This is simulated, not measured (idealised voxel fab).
process module | voxel fin reveal
cross-section cut | 235 nm wide | cells 5 nm
A cross-section is a grid of square cells, given in bands from the top down. A band is one or more rows of cells.
Each band's line starts with the height of the band's top and of its bottom, in nm. Then come its materials from left to right, each with its width in nm. One material with "throughout" fills the band from edge to edge. "air" is empty space.
Height 0 is the level under which the wafer as received is all one material. The lowest band goes on downwards, as in "0 down".
A width such as "30 to 40" changes by the same amount from each row of cells to the next, from the band's top row to its bottom row.
"no change" after a step means that no cell of the cross-section changed.
closed voids: empty space of 8 cells or more with no open way to the top, each as width x height at its distance from the left edge, in nm
after a step's settings: what the simulator itself notes on the step
overlay nm, on a step with a mask: how far to the right of its planned place the mask lay; to the left if negative
plan
1 op RECEIVE | material Si
2 op CONFORMAL_DEP | material SiN | thk nm 5
3 op DIRECTIONAL_DEP | material aC | thk nm 15
4 op PATTERN | tone cover | mask id FINS | material resist | width nm 15 | pitch nm 45 | thk nm 30 | overlay nm 0
5 op DIRECTIONAL_ETCH | etch materials aC | depth nm 15
6 op STRIP | etch materials resist
7 op DIRECTIONAL_ETCH | etch materials SiN | depth nm 5
8 op DIRECTIONAL_ETCH | etch materials Si | depth nm 40
9 op STRIP | etch materials aC
10 op FILL_DEP | material SiO2 | thk nm 10
11 op CMP | height nm 5
12 op SELECTIVE_ETCH | etch materials SiO2 | depth nm 35
13 op STRIP | etch materials SiN
as received, after step 1
  0 down: Si throughout
  closed voids: none
a wafer at the end: this start, this plan, one mistake
  0 to -30: air 40 | Si 20 | air 25 | Si 20 | air 25 | Si 20 | air 25 | Si 20 | air 40
  -30 to -40: SiO2 40 | Si 20 | SiO2 25 | Si 20 | SiO2 25 | Si 20 | SiO2 25 | Si 20 | SiO2 40
  -40 down: Si throughout
  closed voids: none
what went wrong: step 4 ran as: op PATTERN | tone cover | mask id FINS | material resist | width nm 20 | pitch nm 45 | thk nm 30 | overlay nm 0
